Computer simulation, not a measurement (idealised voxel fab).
Process module in this document: voxel quadruple lines
Cross-sectional view cut (width: 185 nm; square cell size: 5 nm).
This document writes a cross-section as a grid whose cells are square, and gives it as bands, listed from the top down; one or more rows of cells form a band. Quick guide to a band line: top height, bottom height (nm) up front; then every material left to right with its width in nm. Only one material and it's marked "throughout"? Then it fills the band edge to edge. And "empty" just means empty space. Heights from 0 (as-received wafer is one material below). Bottom band endless downward, as "0 nm and below". Note: "30->40" means the width goes from the first number (top row of the band) to the second number (bottom row) in equal steps per row of cells. When a step is marked "remained unchanged", none of the cells in the cross-section changed during that step. The entry "Entrapped void list" lists the empty spaces that cover at least 8 cells and have no open path to the top. Each is written as width x height at distance, where the distance is measured from the left edge and all three values are in nm. It should be noted that, on the line of a given step, the content following the step's settings is a remark produced by the simulator itself with respect to that step. When a step includes a mask, the "overlay nm" setting on its line states how far to the right of its planned place that mask lay, and negative values state how far to the left.

[Steps planned for the process]
step 1: RECEIVE, material Si
step 2: CONFORMAL_DEP, material Al2O3, thk nm 10
step 3: DIRECTIONAL_DEP, material Ru, thk nm 10
step 4: DIRECTIONAL_DEP, material polySi, thk nm 20
step 5: DIRECTIONAL_DEP, material aC, thk nm 20
step 6: PATTERN, tone cover, mask id MANDREL, material resist, width nm 25, pitch nm 80, thk nm 30, overlay nm 0
step 7: DIRECTIONAL_ETCH, etch materials aC, depth nm 20
step 8: STRIP, etch materials resist
step 9: CONFORMAL_DEP, material SiO2, thk nm 15
step 10: DIRECTIONAL_ETCH, etch materials SiO2, depth nm 15
step 11: STRIP, etch materials aC
step 12: DIRECTIONAL_ETCH, etch materials polySi, depth nm 20
step 13: STRIP, etch materials SiO2
step 14: CONFORMAL_DEP, material SiN, thk nm 5
step 15: DIRECTIONAL_ETCH, etch materials SiN, depth nm 5
step 16: STRIP, etch materials polySi
step 17: DIRECTIONAL_ETCH, etch materials Ru, depth nm 10
step 18: STRIP, etch materials SiN

[Cross-sectional view of the wafer in its as-received condition, corresponding to the state after step 1]
* 0 nm and below = Si throughout
* Entrapped void list: none

[Here's the wafer cut in cross-section after the module, started and planned just like above, except one thing was done wrong in the run]
* 25 nm to 15 nm = empty 20, Ru 5, empty 15, Ru 5, empty 15, Ru 5, empty 15, Ru 5, empty 15, Ru 5, empty 15, Ru 5, empty 15, Ru 5, empty 15, Ru 5, empty 20
* 15 nm to 10 nm = Ru throughout
* 10 nm to 0 nm = Al2O3 throughout
* 0 nm and below = Si throughout
* Entrapped void list: none
Which mistake was made when the wafer was run? so step 3 ended up running with a different setting than we planned, it ran as DIRECTIONAL_DEP, material Ru, thk nm 15
